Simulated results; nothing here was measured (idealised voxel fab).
Process module in this document: voxel air gaps
Displayed cross-section: cut, width of 165 nm, square cells sized 5 nm.
Throughout this document, each cross-section is represented as a grid of square cells and is presented as a sequence of bands enumerated from the top downward, where a band comprises one or more rows of cells.
The band entry comprises the height of the band's top followed by the height of its bottom, expressed in nm, and subsequently the band's materials from left to right, each stated together with its width in nm. Where a single material is marked with the word "all across", that material fills the band from edge to edge. The word "empty" represents empty space.
We count height from 0. Below that, the starting wafer is all one material. The lowest band never ends at the bottom but goes on down; see "z 0 and below" for how that is written.
Width "30 to 40": first value at the band's top row of cells, second value at its bottom row, equal change from row to row.
No cell of the cross-section changed in a step that is given as "same as before".
Listed in "Closed void list": every empty space of 8 or more cells without an open way to the top. Form: width x height at distance, the distance being from the left edge, all in nm.
What comes after the settings on a step's line is commentary from the simulator itself on that step.
If you see "overlay nm" on a step's line and that step has a mask, it's telling you how far right of where it was planned the mask ended up; a negative number means it went left instead.

**Here's what the planned process steps look like**
1: RECEIVE [material Si]
2: CONFORMAL_DEP [material SiO2] [thk nm 10]
3: CONFORMAL_DEP [material SiN] [thk nm 5]
4: DIRECTIONAL_DEP [material lowk] [thk nm 35]
5: PATTERN [tone open] [mask id LINES] [material resist] [width nm 15] [pitch nm 45] [thk nm 20] [overlay nm 0]
6: DIRECTIONAL_ETCH [etch materials lowk] [depth nm 35]
7: STRIP [etch materials resist]
8: CONFORMAL_DEP [material TiN] [thk nm 5]
9: FILL_DEP [material Ru] [thk nm 5]
10: CMP [height nm 50]
11: EPI [material Ru] [thk nm 10]
12: SELECTIVE_ETCH [etch materials lowk] [depth nm 45]
13: CONFORMAL_DEP [material SiCN] [thk nm 5]

**Of two wafers, the first: run according to plan**

**Wafer as received: cross-section following step 1**
    z 0 and below = Si all across
    Closed void list: none

**You're looking at a cross-section of the wafer after step 2**
    z 10 to 0 = SiO2 all across
    Unchanged below 0.

**You're looking at a cross-section of the wafer after step 3**
    z 15 to 10 = SiN all across
    Unchanged below 10.

**You're looking at a cross-section of the wafer after step 4**
    z 50 to 15 = lowk all across
    Unchanged below 15.

**You're looking at a cross-section of the wafer after step 5**
    z 70 to 50 = 30 nm resist, then 15 nm empty, then 30 nm resist, then 15 nm empty, then 30 nm resist, then 15 nm empty, then 30 nm resist
    Unchanged below 50.

**You're looking at a cross-section of the wafer after step 6**
    z 70 to 50 = 30 nm resist, then 15 nm empty, then 30 nm resist, then 15 nm empty, then 30 nm resist, then 15 nm empty, then 30 nm resist
    z 50 to 15 = 30 nm lowk, then 15 nm empty, then 30 nm lowk, then 15 nm empty, then 30 nm lowk, then 15 nm empty, then 30 nm lowk
    Unchanged below 15.

**You're looking at a cross-section of the wafer after step 7**
    z 50 to 15 = 30 nm lowk, then 15 nm empty, then 30 nm lowk, then 15 nm empty, then 30 nm lowk, then 15 nm empty, then 30 nm lowk
    Unchanged below 15.

**You're looking at a cross-section of the wafer after step 8**
    z 55 to 50 = 35 nm TiN, then 5 nm empty, then 40 nm TiN, then 5 nm empty, then 40 nm TiN, then 5 nm empty, then 35 nm TiN
    z 50 to 20 = 30 nm lowk, then 5 nm TiN, then 5 nm empty, then 5 nm TiN, then 30 nm lowk, then 5 nm TiN, then 5 nm empty, then 5 nm TiN, then 30 nm lowk, then 5 nm TiN, then 5 nm empty, then 5 nm TiN, then 30 nm lowk
    z 20 to 15 = 30 nm lowk, then 15 nm TiN, then 30 nm lowk, then 15 nm TiN, then 30 nm lowk, then 15 nm TiN, then 30 nm lowk
    Unchanged below 15.

**You're looking at a cross-section of the wafer after step 9**
    z 60 to 55 = Ru all across
    z 55 to 50 = 35 nm TiN, then 5 nm Ru, then 40 nm TiN, then 5 nm Ru, then 40 nm TiN, then 5 nm Ru, then 35 nm TiN
    z 50 to 20 = 30 nm lowk, then 5 nm TiN, then 5 nm Ru, then 5 nm TiN, then 30 nm lowk, then 5 nm TiN, then 5 nm Ru, then 5 nm TiN, then 30 nm lowk, then 5 nm TiN, then 5 nm Ru, then 5 nm TiN, then 30 nm lowk
    Unchanged below 20.

**You're looking at a cross-section of the wafer after step 10**
    z 50 to 20 = 30 nm lowk, then 5 nm TiN, then 5 nm Ru, then 5 nm TiN, then 30 nm lowk, then 5 nm TiN, then 5 nm Ru, then 5 nm TiN, then 30 nm lowk, then 5 nm TiN, then 5 nm Ru, then 5 nm TiN, then 30 nm lowk
    Unchanged below 20.

**You're looking at a cross-section of the wafer after step 11**
    z 60 to 50 = 20 nm empty, then 35 nm Ru, then 10 nm empty, then 35 nm Ru, then 10 nm empty, then 35 nm Ru, then 20 nm empty
    Unchanged below 50.

**You're looking at a cross-section of the wafer after step 12**
    z 60 to 50 = 20 nm empty, then 35 nm Ru, then 10 nm empty, then 35 nm Ru, then 10 nm empty, then 35 nm Ru, then 20 nm empty
    z 50 to 20 = 30 nm empty, then 5 nm TiN, then 5 nm Ru, then 5 nm TiN, then 30 nm empty, then 5 nm TiN, then 5 nm Ru, then 5 nm TiN, then 30 nm empty, then 5 nm TiN, then 5 nm Ru, then 5 nm TiN, then 30 nm empty
    z 20 to 15 = 30 nm empty, then 15 nm TiN, then 30 nm empty, then 15 nm TiN, then 30 nm empty, then 15 nm TiN, then 30 nm empty
    Unchanged below 15.

**You're looking at a cross-section of the wafer after step 13**
    z 65 to 60 = 15 nm empty, then 135 nm SiCN, then 15 nm empty
    z 60 to 50 = 15 nm empty, then 5 nm SiCN, then 35 nm Ru, then 10 nm SiCN, then 35 nm Ru, then 10 nm SiCN, then 35 nm Ru, then 5 nm SiCN, then 15 nm empty
    z 50 to 45 = 15 nm empty, then 15 nm SiCN, then 5 nm TiN, then 5 nm Ru, then 5 nm TiN, then 30 nm SiCN, then 5 nm TiN, then 5 nm Ru, then 5 nm TiN, then 30 nm SiCN, then 5 nm TiN, then 5 nm Ru, then 5 nm TiN, then 15 nm SiCN, then 15 nm empty
    z 45 to 20 = 25 nm empty, then 5 nm SiCN, then 5 nm TiN, then 5 nm Ru, then 5 nm TiN, then 5 nm SiCN, then 20 nm empty, then 5 nm SiCN, then 5 nm TiN, then 5 nm Ru, then 5 nm TiN, then 5 nm SiCN, then 20 nm empty, then 5 nm SiCN, then 5 nm TiN, then 5 nm Ru, then 5 nm TiN, then 5 nm SiCN, then 25 nm empty
    z 20 to 15 = 30 nm SiCN, then 15 nm TiN, then 30 nm SiCN, then 15 nm TiN, then 30 nm SiCN, then 15 nm TiN, then 30 nm SiCN
    Unchanged below 15.
    Closed void list: 20 x 25 at 50; 20 x 25 at 95

**Second Wafer (Identical Start and Plan, One Processing Error; Matches First Wafer Through Step 4)**

**Cross-section: second wafer, time at which step 5 was scheduled to end**
    z 70 to 50 = 30 nm resist, then 20 nm empty, then 25 nm resist, then 20 nm empty, then 25 nm resist, then 20 nm empty, then 25 nm resist
    Unchanged below 50.

**Cross-section: second wafer, time at which step 6 was scheduled to end**
    z 70 to 50 = 30 nm resist, then 20 nm empty, then 25 nm resist, then 20 nm empty, then 25 nm resist, then 20 nm empty, then 25 nm resist
    z 50 to 15 = 30 nm lowk, then 20 nm empty, then 25 nm lowk, then 20 nm empty, then 25 nm lowk, then 20 nm empty, then 25 nm lowk
    Unchanged below 15.

**Cross-section: second wafer, time at which step 7 was scheduled to end**
    z 50 to 15 = 30 nm lowk, then 20 nm empty, then 25 nm lowk, then 20 nm empty, then 25 nm lowk, then 20 nm empty, then 25 nm lowk
    Unchanged below 15.

**Cross-section: second wafer, time at which step 8 was scheduled to end**
    z 55 to 50 = 35 nm TiN, then 10 nm empty, then 35 nm TiN, then 10 nm empty, then 35 nm TiN, then 10 nm empty, then 30 nm TiN
    z 50 to 20 = 30 nm lowk, then 5 nm TiN, then 10 nm empty, then 5 nm TiN, then 25 nm lowk, then 5 nm TiN, then 10 nm empty, then 5 nm TiN, then 25 nm lowk, then 5 nm TiN, then 10 nm empty, then 5 nm TiN, then 25 nm lowk
    z 20 to 15 = 30 nm lowk, then 20 nm TiN, then 25 nm lowk, then 20 nm TiN, then 25 nm lowk, then 20 nm TiN, then 25 nm lowk
    Unchanged below 15.

**Cross-section: second wafer, time at which step 9 was scheduled to end**
    z 60 to 55 = Ru all across
    z 55 to 50 = 35 nm TiN, then 10 nm Ru, then 35 nm TiN, then 10 nm Ru, then 35 nm TiN, then 10 nm Ru, then 30 nm TiN
    z 50 to 20 = 30 nm lowk, then 5 nm TiN, then 10 nm Ru, then 5 nm TiN, then 25 nm lowk, then 5 nm TiN, then 10 nm Ru, then 5 nm TiN, then 25 nm lowk, then 5 nm TiN, then 10 nm Ru, then 5 nm TiN, then 25 nm lowk
    Unchanged below 20.

**Cross-section: second wafer, time at which step 10 was scheduled to end**
    z 50 to 20 = 30 nm lowk, then 5 nm TiN, then 10 nm Ru, then 5 nm TiN, then 25 nm lowk, then 5 nm TiN, then 10 nm Ru, then 5 nm TiN, then 25 nm lowk, then 5 nm TiN, then 10 nm Ru, then 5 nm TiN, then 25 nm lowk
    Unchanged below 20.

**Cross-section: second wafer, time at which step 11 was scheduled to end**
    z 60 to 50 = 20 nm empty, then 40 nm Ru, then 5 nm empty, then 40 nm Ru, then 5 nm empty, then 40 nm Ru, then 15 nm empty
    Unchanged below 50.

**Cross-section: second wafer, time at which step 12 was scheduled to end**
    z 60 to 50 = 20 nm empty, then 40 nm Ru, then 5 nm empty, then 40 nm Ru, then 5 nm empty, then 40 nm Ru, then 15 nm empty
    z 50 to 20 = 30 nm empty, then 5 nm TiN, then 10 nm Ru, then 5 nm TiN, then 25 nm empty, then 5 nm TiN, then 10 nm Ru, then 5 nm TiN, then 25 nm empty, then 5 nm TiN, then 10 nm Ru, then 5 nm TiN, then 25 nm empty
    z 20 to 15 = 30 nm empty, then 20 nm TiN, then 25 nm empty, then 20 nm TiN, then 25 nm empty, then 20 nm TiN, then 25 nm empty
    Unchanged below 15.

**Cross-section: second wafer, time at which step 13 was scheduled to end**
    z 65 to 60 = 15 nm empty, then 140 nm SiCN, then 10 nm empty
    z 60 to 50 = 15 nm empty, then 5 nm SiCN, then 40 nm Ru, then 5 nm SiCN, then 40 nm Ru, then 5 nm SiCN, then 40 nm Ru, then 5 nm SiCN, then 10 nm empty
    z 50 to 45 = 15 nm empty, then 15 nm SiCN, then 5 nm TiN, then 10 nm Ru, then 5 nm TiN, then 25 nm SiCN, then 5 nm TiN, then 10 nm Ru, then 5 nm TiN, then 25 nm SiCN, then 5 nm TiN, then 10 nm Ru, then 5 nm TiN, then 15 nm SiCN, then 10 nm empty
    z 45 to 20 = 25 nm empty, then 5 nm SiCN, then 5 nm TiN, then 10 nm Ru, then 5 nm TiN, then 5 nm SiCN, then 15 nm empty, then 5 nm SiCN, then 5 nm TiN, then 10 nm Ru, then 5 nm TiN, then 5 nm SiCN, then 15 nm empty, then 5 nm SiCN, then 5 nm TiN, then 10 nm Ru, then 5 nm TiN, then 5 nm SiCN, then 20 nm empty
    z 20 to 15 = 30 nm SiCN, then 20 nm TiN, then 25 nm SiCN, then 20 nm TiN, then 25 nm SiCN, then 20 nm TiN, then 25 nm SiCN
    Unchanged below 15.
    Closed void list: 15 x 25 at 55; 15 x 25 at 100
Deviation from plan: step 5 did not happen as planned, as run it was PATTERN [tone open] [mask id LINES] [material resist] [width nm 20] [pitch nm 45] [thk nm 20] [overlay nm 0]
Upon completion, the second wafer contains, in terms of cells, a greater or smaller amount of certain materials than the first wafer: 24 more of Ru | 8 fewer of SiCN | 3 more of TiN
